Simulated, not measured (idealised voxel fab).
Process module name: voxel self aligned vias
Displayed cross-section: cut, width of 220 nm, square cells sized 5 nm.
Notation: cross-section as square-cell grid; stated in bands, top first, going down; one or more cell rows per band.
Band entry format. Leading values: height of top, height of bottom, nm. Remainder: materials in left-to-right order, each with its width in nm. Special words: "edge to edge" on a single material, which then fills the band edge to edge; "empty", empty space.
All heights in this document are referenced to 0, defined as the level beneath which the wafer, as received, consists entirely of one material. The lowest band is not bounded below; it extends indefinitely downward and is written in the form "0 and below".
The notation "30->40" denotes a width that varies across the rows of cells in the band, beginning at the first number in the top row, finishing at the second number in the bottom row, and changing by an identical amount from each row to the next.
"everything unchanged" for a step: no cell of the cross-section changed in that step.
Listed in "Unvented voids": every empty space of 8 or more cells without an open way to the top. Form: width x height at distance, the distance being from the left edge, all in nm.
after a step's settings: what the simulator itself notes on the step
When a step includes a mask, the "overlay nm" setting on its line states how far to the right of its planned place that mask lay, and negative values state how far to the left.
List of planned process steps:
1,op RECEIVE | material Si
2,op CONFORMAL_DEP | material SiO2 | thk nm 10
3,op CONFORMAL_DEP | material SiCN | thk nm 5
4,op DIRECTIONAL_DEP | material SiO2 | thk nm 25
5,op PATTERN | tone open | mask id LINES | material resist | width nm 20 | pitch nm 50 | thk nm 15 | overlay nm 0
6,op DIRECTIONAL_ETCH | etch materials SiO2 | depth nm 25
7,op STRIP | etch materials resist
8,op CONFORMAL_DEP | material TiN | thk nm 5
9,op FILL_DEP | material W | thk nm 10
10,op CMP | height nm 40
11,op SELECTIVE_ETCH | etch materials W Ru TiN | depth nm 5
12,op FILL_DEP | material SiN | thk nm 10
13,op CMP | height nm 40
14,op DIRECTIONAL_DEP | material SiO2 | thk nm 15
15,op MASKED_ETCH | tone open | mask id VIAS | width nm 30 | pitch nm 100 | etch materials SiO2 | depth nm 15 | overlay nm 0
16,op MASKED_ETCH | tone open | mask id VIAS | width nm 30 | pitch nm 100 | etch materials SiN | depth nm 5 | overlay nm 0
17,op CONFORMAL_DEP | material TiN | thk nm 5
18,op FILL_DEP | material Ru | thk nm 10
19,op CMP | height nm 55
20,op CONFORMAL_DEP | material SiN | thk nm 5
Cross-section, incoming material, after step 1:
	0 and below = Si edge to edge
	Unvented voids: none
Figure: cross-sectional view of the wafer upon completion of the module, processed from the initial state and according to the plan depicted above, with one error introduced during execution:
	60 down to 55 = SiN edge to edge
	55 down to 45 = SiO2 (45), TiN (5), Ru (20), TiN (5), SiO2 (70), TiN (5), Ru (20), TiN (5), SiO2 (45)
	45 down to 40 = SiO2 (45), TiN (30), SiO2 (70), TiN (30), SiO2 (45)
	40 down to 35 = SiN (45), TiN (5), SiO2 (20), TiN (5), SiN (25), SiO2 (20), SiN (25), TiN (5), SiO2 (20), TiN (5), SiN (45)
	35 down to 20 = W (45), TiN (5), SiO2 (20), TiN (5), W (20), TiN (5), SiO2 (20), TiN (5), W (20), TiN (5), SiO2 (20), TiN (5), W (45)
	20 down to 15 = TiN (50), SiO2 (20), TiN (30), SiO2 (20), TiN (30), SiO2 (20), TiN (50)
	15 down to 10 = SiCN edge to edge
	10 down to 0 = SiO2 edge to edge
	0 and below = Si edge to edge
	Unvented voids: none
Run error: step 5 was processed under conditions differing from the plan, specifically as op PATTERN | tone cover | mask id LINES | material resist | width nm 20 | pitch nm 50 | thk nm 15 | overlay nm 0
